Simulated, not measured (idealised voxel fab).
Process module under the name voxel double patterning
Section shown: cut. Width: 255 nm. Cell size: 5 nm, square.
Cross-section spec: square-cell grid; bands listed top down; each band is one or more rows.
Heads up on the band format: heights come first, top then bottom, in nm. After that it's the materials left to right, each with its width in nm. A single material flagged "throughout" fills the whole band edge to edge, and "air" means there's empty space there.
Height datum 0, below which the as-received substrate wafer is one material. Lowest band open at the bottom, running downward: "top 0, no bottom".
Note: "30 to 40" means the width goes from the first number (top row of the band) to the second number (bottom row) in equal steps per row of cells.
What does "nothing was modified" mean for a step? It means no cell of the cross-section changed in that step.
Look at "Non-vented voids" for the closed voids: empty spaces with no open path to the top, sized 8 cells or up. Each is width x height at distance, distance from the left edge, all nm.
Step line, after settings: the simulator's comment on this step.
"overlay nm" on a masked step: distance the mask lay right of its planned place, negative for left.

## Planned step list for the process
- 1: op RECEIVE | material Si
- 2: op CONFORMAL_DEP | material SiO2 | thk nm 10
- 3: op DIRECTIONAL_DEP | material polySi | thk nm 15
- 4: op DIRECTIONAL_DEP | material SiCN | thk nm 5
- 5: op DIRECTIONAL_DEP | material aC | thk nm 15
- 6: op PATTERN | tone open | mask id FIRST | material resist | width nm 15 | pitch nm 50 | thk nm 30 | overlay nm 0
- 7: op DIRECTIONAL_ETCH | etch materials aC | depth nm 15
- 8: op STRIP | etch materials resist
- 9: op DIRECTIONAL_ETCH | etch materials SiCN | depth nm 5
- 10: op STRIP | etch materials aC
- 11: op MASKED_ETCH | tone open | mask id SECOND | width nm 15 | pitch nm 50 | etch materials SiCN | depth nm 5 | overlay nm 0
- 12: op DIRECTIONAL_ETCH | etch materials polySi | depth nm 15
- 13: op STRIP | etch materials SiCN

## As-received state of the wafer in cross-section, equivalent to post-step 1
  top 0, no bottom | Si throughout
  Non-vented voids: none

## The first of the two wafers as seen in cross-section once the module was finished; processing followed the plan
  top 25, bottom 10 | polySi 70  air 15  polySi 10  air 15  polySi 10  air 15  polySi 10  air 15  polySi 10  air 15  polySi 70
  top 10, bottom 0 | SiO2 throughout
  top 0, no bottom | Si throughout
  Non-vented voids: none

## So this is wafer number two of the two, cut at the end of the module - it started where the first did and had the same plan, we just got one thing wrong running it
  top 25, bottom 10 | polySi 60  air 15  polySi 20  air 30  polySi 20  air 30  polySi 80
  top 10, bottom 0 | SiO2 throughout
  top 0, no bottom | Si throughout
  Non-vented voids: none
In executing the process, a mistake was made relative to the plan: it should be noted that step 6 was executed with settings other than those planned, the operation and settings actually applied being op PATTERN | tone open | mask id FIRST | material resist | width nm 15 | pitch nm 50 | thk nm 30 | overlay nm -10
at the end the second wafer has, in cells: as many of each material as the first, in other places
